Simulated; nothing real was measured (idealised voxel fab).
Process module in this document: voxel capacitor over wiring
The width of the displayed cross-section, cut, is 240 nm; its cells are square, with a size of 5 nm.
Bands, listed from the top down, are how a cross-section gets written in this document; the cross-section itself is a grid of square cells, and a band is one or more rows of them.
Band entry format. Leading values: height of top, height of bottom, nm. Remainder: materials in left-to-right order, each with its width in nm. Special words: "all across" on a single material, which then fills the band edge to edge; "empty", empty space.
Convention: height 0 is the level below which the wafer, as received, is all one material. The lowest band does not terminate at the bottom but continues downward, represented as "0 nm and below".
A width such as "30..40" changes by the same amount from each row of cells to the next, from the band's top row to its bottom row.
Where a step carries "everything unchanged", the cross-section came out of it unchanged, cell for cell.
Reported under the label "Closed void entries" are the empty spaces having no open way to the top and comprising 8 cells or more; the notation for each is width x height at distance, in which the distance is measured from the left edge and all three values are in nm.
Post-settings text on a step line: simulator's own remark regarding the step.
overlay nm: mask offset rightward from planned place, masked step; negative means leftward offset.
[This section lists the process steps that were planned]
1. RECEIVE: material Si
2. CONFORMAL_DEP: material SiO2, thk nm 10
3. DIRECTIONAL_DEP: material TiN, thk nm 5
4. DIRECTIONAL_DEP: material W, thk nm 15
5. DIRECTIONAL_DEP: material aC, thk nm 15
6. PATTERN: tone cover, mask id METAL_1, material resist, width nm 20, pitch nm 70, thk nm 35, overlay nm 0
7. DIRECTIONAL_ETCH: etch materials aC, depth nm 15
8. STRIP: etch materials resist
9. DIRECTIONAL_ETCH: etch materials W, depth nm 15
10. DIRECTIONAL_ETCH: etch materials TiN, depth nm 5
11. STRIP: etch materials aC
12. FILL_DEP: material lowk, thk nm 5
13. CMP: height nm 30
14. CONFORMAL_DEP: material SiCN, thk nm 5
15. DIRECTIONAL_DEP: material lowk, thk nm 10
16. DIRECTIONAL_DEP: material aC, thk nm 10
17. PATTERN: tone open, mask id PLUG_1, material resist, width nm 15, thk nm 30, overlay nm 0
18. DIRECTIONAL_ETCH: etch materials aC, depth nm 10
19. STRIP: etch materials resist
20. DIRECTIONAL_ETCH: etch materials lowk, depth nm 10
21. DIRECTIONAL_ETCH: etch materials SiCN, depth nm 5
22. STRIP: etch materials aC
23. CONFORMAL_DEP: material TiN, thk nm 5
24. FILL_DEP: material W, thk nm 10
25. CMP: height nm 45
26. DIRECTIONAL_DEP: material TiN, thk nm 5
27. DIRECTIONAL_DEP: material SiN, thk nm 5
28. DIRECTIONAL_DEP: material TiN, thk nm 10
29. DIRECTIONAL_DEP: material aC, thk nm 15
30. PATTERN: tone cover, mask id UPPER_PLATE, material resist, width nm 55, thk nm 35, overlay nm 0
31. DIRECTIONAL_ETCH: etch materials aC, depth nm 15
32. STRIP: etch materials resist
33. DIRECTIONAL_ETCH: etch materials TiN, depth nm 10
34. DIRECTIONAL_ETCH: etch materials SiN, depth nm 5
35. STRIP: etch materials aC
36. PATTERN: tone cover, mask id LOWER_PLATE, material resist, width nm 65, thk nm 15, overlay nm 0
37. DIRECTIONAL_ETCH: etch materials TiN, depth nm 5
38. STRIP: etch materials resist
39. FILL_DEP: material SiO2, thk nm 15
40. CMP: height nm 75
41. PATTERN: tone open, mask id PLUG_2, material resist, width nm 15, thk nm 20, overlay nm 0
42. DIRECTIONAL_ETCH: etch materials SiO2, depth nm 10
43. STRIP: etch materials resist
44. CONFORMAL_DEP: material TiN, thk nm 5
45. FILL_DEP: material Ru, thk nm 5
46. CMP: height nm 75
47. CONFORMAL_DEP: material SiCN, thk nm 5
[Incoming wafer in cross-section (state: after step 1)]
- 0 nm and below = Si all across
- Closed void entries: none
[Module complete - cross-section of the first of two wafers, run according to plan]
- 80 nm to 75 nm = SiCN all across
- 75 nm to 70 nm = 90 of SiO2, then 5 of TiN, then 5 of Ru, then 5 of TiN, then 135 of SiO2
- 70 nm to 65 nm = 90 of SiO2, then 15 of TiN, then 135 of SiO2
- 65 nm to 55 nm = 80 of SiO2, then 55 of TiN, then 105 of SiO2
- 55 nm to 50 nm = 80 of SiO2, then 55 of SiN, then 105 of SiO2
- 50 nm to 45 nm = 75 of SiO2, then 65 of TiN, then 100 of SiO2
- 45 nm to 35 nm = 80 of lowk, then 5 of TiN, then 5 of W, then 5 of TiN, then 145 of lowk
- 35 nm to 30 nm = 80 of SiCN, then 15 of TiN, then 145 of SiCN
- 30 nm to 15 nm = 75 of lowk, then 20 of W, then 50 of lowk, then 20 of W, then 75 of lowk
- 15 nm to 10 nm = 75 of lowk, then 20 of TiN, then 50 of lowk, then 20 of TiN, then 75 of lowk
- 10 nm to 0 nm = SiO2 all across
- 0 nm and below = Si all across
- Closed void entries: none
[Cross-sectional image of the second wafer of the two following completion of the module. Starting state and process plan were the same as for the first wafer; one execution error occurred]
- 80 nm to 75 nm = SiCN all across
- 75 nm to 70 nm = 95 of SiO2, then 5 of TiN, then 5 of Ru, then 5 of TiN, then 130 of SiO2
- 70 nm to 65 nm = 95 of SiO2, then 15 of TiN, then 130 of SiO2
- 65 nm to 55 nm = 80 of SiO2, then 55 of TiN, then 105 of SiO2
- 55 nm to 50 nm = 80 of SiO2, then 55 of SiN, then 105 of SiO2
- 50 nm to 45 nm = 75 of SiO2, then 65 of TiN, then 100 of SiO2
- 45 nm to 35 nm = 80 of lowk, then 5 of TiN, then 5 of W, then 5 of TiN, then 145 of lowk
- 35 nm to 30 nm = 80 of SiCN, then 15 of TiN, then 145 of SiCN
- 30 nm to 15 nm = 75 of lowk, then 20 of W, then 50 of lowk, then 20 of W, then 75 of lowk
- 15 nm to 10 nm = 75 of lowk, then 20 of TiN, then 50 of lowk, then 20 of TiN, then 75 of lowk
- 10 nm to 0 nm = SiO2 all across
- 0 nm and below = Si all across
- Closed void entries: none
What went wrong in running the wafer? step 41, actual vs plan mismatch, actual run PATTERN: tone open, mask id PLUG_2, material resist, width nm 15, thk nm 20, overlay nm 5
At the end, each material covers as many cells on the second wafer as it does on the first, though the cells it covers are elsewhere.
